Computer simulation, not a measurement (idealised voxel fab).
The following is a process module called voxel local oxidation.
Section cut is 175 nm wide and gridded with 5 nm square cells.
Cross-section = grid of square cells, listed top down in bands; band = one or more rows.
Read a band's entry like this: the first values are the height of its top and the height of its bottom in nm, and what follows is the sequence of materials from left to right, each with its width in nm. Note that "air" is empty space, and that a single material marked "all across" reaches across the band from edge to edge.
It should be noted that heights are counted from 0, beneath which the wafer as supplied is of one material throughout, and that the lowest band possesses no lower boundary but continues downward, as written in "from 0 down".
Top row gets the first number, bottom row gets the second, and each row in between changes by the same step: that is how a band width like "30..40" works.
Given "remained unchanged" for a step, no cell of the cross-section differs between before and after that step.
What "Closed empty spaces" gives you is every empty space of 8 cells or more that is cut off from the top. Each appears as width x height at distance, with the distance taken from the left edge and width, height and distance all in nm.
Read whatever lies past the settings on a step's line as the simulator's own remark about the step.
overlay nm: step with mask; distance mask lay right of planned place; negative value = left of planned place.

# Here's what the planned process steps look like
1,RECEIVE | material Si
2,OXIDIZE | depth nm 5
3,CONFORMAL_DEP | material SiN | thk nm 10
4,MASKED_ETCH | tone cover | mask id ACTIVE | width nm 115 | etch materials SiN | depth nm 10 | overlay nm -15
5,SELECTIVE_ETCH | etch materials SiO2 | depth nm 5
6,OXIDIZE | depth nm 15
7,STRIP | etch materials SiN
The value of overlay nm given for step 4 in the plan refers to the first wafer; the wafers vary in this setting and are alike at the start.

# Received wafers, first of several: cross-section after step 1
> from 0 down = Si all across
> Closed empty spaces: none

# Gained (+) or lost (-) cells of each material since receipt, then closed voids: one row per wafer, at the end of the module
overlay nm -15; -95 Si; +81 SiO2; Closed empty spaces: none
overlay nm -10; -95 Si; +81 SiO2; Closed empty spaces: none
overlay nm -5; -95 Si; +81 SiO2; Closed empty spaces: none
overlay nm 0; -95 Si; +81 SiO2; Closed empty spaces: none
overlay nm 5; -95 Si; +81 SiO2; Closed empty spaces: none
overlay nm 10; -95 Si; +81 SiO2; Closed empty spaces: none
overlay nm 15; -95 Si; +81 SiO2; Closed empty spaces: none
